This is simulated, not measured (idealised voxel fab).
A process module follows: voxel capacitor over wiring.
Square cell edge 5 nm, section width 270 nm, ID cut.
Reading order for cross-sections: top band down to bottom band. Underlying form: a grid of square cells. Band size: one or more rows of cells.
This entry defines a band. It first specifies the height of the band's top and the height of its bottom in nm, and then specifies the band's materials from left to right, stating each material with its width in nm. The word "throughout" identifies a single material that fills the band from edge to edge, while the word "air" identifies empty space.
Convention: height 0 is the level below which the wafer, as received, is all one material. The lowest band does not terminate at the bottom but continues downward, represented as "top 0, no bottom".
It should be noted that a width expressed as "30..40" varies in equal increments from row to row of cells within the band, taking the value of the first number at the top row and that of the second number at the bottom row.
"nothing changed" (step): cross-section cells unchanged, all of them.
Sealed internal cavities: empty space of 8 cells or more with no open way to the top, each as width x height at its distance from the left edge, in nm
Read whatever lies past the settings on a step's line as the simulator's own remark about the step.
overlay nm, on a step with a mask: how far to the right of its planned place the mask lay; to the left if negative

**Here's what the planned process steps look like**
1,RECEIVE [material Si]
2,CONFORMAL_DEP [material SiO2] [thk nm 15]
3,CONFORMAL_DEP [material SiCN] [thk nm 5]
4,DIRECTIONAL_DEP [material lowk] [thk nm 25]
5,MASKED_ETCH [tone open] [mask id METAL_1] [width nm 15] [pitch nm 90] [etch materials lowk] [depth nm 25] [overlay nm 0]
6,MASKED_ETCH [tone open] [mask id METAL_1] [width nm 20] [pitch nm 90] [etch materials SiCN] [depth nm 5] [overlay nm 0]
7,CONFORMAL_DEP [material TiN] [thk nm 5]
8,FILL_DEP [material W] [thk nm 5]
9,CMP [height nm 45]
10,CONFORMAL_DEP [material SiCN] [thk nm 5]
11,DIRECTIONAL_DEP [material lowk] [thk nm 20]
12,MASKED_ETCH [tone open] [mask id PLUG_1] [width nm 15] [etch materials lowk] [depth nm 20] [overlay nm 0]
13,MASKED_ETCH [tone open] [mask id PLUG_1] [width nm 15] [etch materials SiCN] [depth nm 5] [overlay nm 0]
14,CONFORMAL_DEP [material TiN] [thk nm 5]
15,FILL_DEP [material Ru] [thk nm 5]
16,CMP [height nm 70]
17,DIRECTIONAL_DEP [material TiN] [thk nm 10]
18,DIRECTIONAL_DEP [material HfO2] [thk nm 5]
19,DIRECTIONAL_DEP [material TiN] [thk nm 10]
20,MASKED_ETCH [tone cover] [mask id UPPER_PLATE] [width nm 75] [etch materials TiN] [depth nm 10] [overlay nm 0]
21,MASKED_ETCH [tone cover] [mask id UPPER_PLATE] [width nm 75] [etch materials HfO2] [depth nm 5] [overlay nm 0]
22,PATTERN [tone cover] [mask id LOWER_PLATE] [material resist] [width nm 85] [thk nm 15] [overlay nm 0]
23,DIRECTIONAL_ETCH [etch materials TiN] [depth nm 10]
24,STRIP [etch materials resist]
25,FILL_DEP [material SiO2] [thk nm 15]
26,CMP [height nm 105]
27,DIRECTIONAL_DEP [material aC] [thk nm 10]
28,PATTERN [tone open] [mask id PLUG_2] [material resist] [width nm 15] [thk nm 30] [overlay nm 0]
29,DIRECTIONAL_ETCH [etch materials aC] [depth nm 10]
30,STRIP [etch materials resist]
31,DIRECTIONAL_ETCH [etch materials SiO2] [depth nm 10]
32,STRIP [etch materials aC]
33,CONFORMAL_DEP [material TiN] [thk nm 5]
34,FILL_DEP [material Ru] [thk nm 5]
35,CMP [height nm 105]
36,CONFORMAL_DEP [material SiN] [thk nm 5]
The width nm used in step 5 is not the same on every wafer, whereas the starting condition is; the value printed in the plan is the first wafer's.

**First of several wafers, received after step 1, in cross-section**
- top 0, no bottom = Si throughout
- Sealed internal cavities: none

**Below: a row per wafer. Contents at end of module: for every material, cells gained since receipt (+) or lost since receipt (-); then closed voids**
width nm 15; +15 HfO2; +5 Ru; +99 SiCN; +54 SiN; +455 SiO2; +106 TiN; +10 W; +444 lowk; Sealed internal cavities: none
width nm 20; +15 HfO2; +5 Ru; +97 SiCN; +54 SiN; +455 SiO2; +108 TiN; +20 W; +434 lowk; Sealed internal cavities: none
width nm 25; +15 HfO2; +5 Ru; +97 SiCN; +54 SiN; +455 SiO2; +110 TiN; +28 W; +424 lowk; Sealed internal cavities: none
width nm 30; +15 HfO2; +5 Ru; +97 SiCN; +54 SiN; +455 SiO2; +112 TiN; +36 W; +414 lowk; Sealed internal cavities: none
width nm 35; +15 HfO2; +5 Ru; +97 SiCN; +54 SiN; +455 SiO2; +114 TiN; +44 W; +404 lowk; Sealed internal cavities: none
